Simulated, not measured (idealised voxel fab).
process module | voxel self aligned vias
cross-section cut | 290 nm wide | cells 5 nm
A cross-section is a grid of square cells, given in bands from the top down. A band is one or more rows of cells.
Each band's line starts with the height of the band's top and of its bottom, in nm. Then come its materials from left to right, each with its width in nm. One material with "throughout" fills the band from edge to edge. "air" is empty space.
Height 0 is the level under which the wafer as received is all one material. The lowest band goes on downwards, as in "0 down".
A width such as "30 to 40" changes by the same amount from each row of cells to the next, from the band's top row to its bottom row.
"no change" after a step means that no cell of the cross-section changed.
closed voids: empty space of 8 cells or more with no open way to the top, each as width x height at its distance from the left edge, in nm
after a step's settings: what the simulator itself notes on the step
overlay nm, on a step with a mask: how far to the right of its planned place the mask lay; to the left if negative
plan
1 op RECEIVE | material Si
2 op CONFORMAL_DEP | material SiO2 | thk nm 15
3 op CONFORMAL_DEP | material SiCN | thk nm 5
4 op DIRECTIONAL_DEP | material SiO2 | thk nm 20
5 op PATTERN | tone open | mask id LINES | material resist | width nm 30 | pitch nm 70 | thk nm 15 | overlay nm 0
6 op DIRECTIONAL_ETCH | etch materials SiO2 | depth nm 20
7 op STRIP | etch materials resist
8 op CONFORMAL_DEP | material TiN | thk nm 5
9 op FILL_DEP | material W | thk nm 5
10 op CMP | height nm 40
11 op SELECTIVE_ETCH | etch materials W Ru TiN | depth nm 5
12 op FILL_DEP | material SiN | thk nm 5
13 op CMP | height nm 40
14 op DIRECTIONAL_DEP | material SiO2 | thk nm 20
15 op MASKED_ETCH | tone open | mask id VIAS | width nm 40 | pitch nm 70 | etch materials SiO2 | depth nm 20 | overlay nm 0
16 op MASKED_ETCH | tone open | mask id VIAS | width nm 40 | pitch nm 70 | etch materials SiN | depth nm 5 | overlay nm 0
17 op CONFORMAL_DEP | material TiN | thk nm 5
18 op FILL_DEP | material Cu | thk nm 5
19 op CMP | height nm 60
20 op CONFORMAL_DEP | material SiN | thk nm 5
as received, after step 1
  0 down: Si throughout
  closed voids: none
a wafer at the end: this start, this plan, one mistake
  65 to 60: SiN throughout
  60 to 45: SiO2 55 | TiN 5 | Cu 30 | TiN 5 | SiO2 30 | TiN 5 | Cu 30 | TiN 5 | SiO2 30 | TiN 5 | Cu 30 | TiN 5 | SiO2 55
  45 to 40: SiO2 55 | TiN 40 | SiO2 30 | TiN 40 | SiO2 30 | TiN 40 | SiO2 55
  40 to 35: SiN 55 | TiN 5 | SiO2 30 | TiN 5 | SiN 30 | TiN 5 | SiO2 30 | TiN 5 | SiN 30 | TiN 5 | SiO2 30 | TiN 5 | SiN 55
  35 to 25: W 55 | TiN 5 | SiO2 30 | TiN 5 | W 30 | TiN 5 | SiO2 30 | TiN 5 | W 30 | TiN 5 | SiO2 30 | TiN 5 | W 55
  25 to 20: TiN 60 | SiO2 30 | TiN 40 | SiO2 30 | TiN 40 | SiO2 30 | TiN 60
  20 to 15: SiCN throughout
  15 to 0: SiO2 throughout
  0 down: Si throughout
  closed voids: none
what went wrong: step 5 ran as: op PATTERN | tone cover | mask id LINES | material resist | width nm 30 | pitch nm 70 | thk nm 15 | overlay nm 0
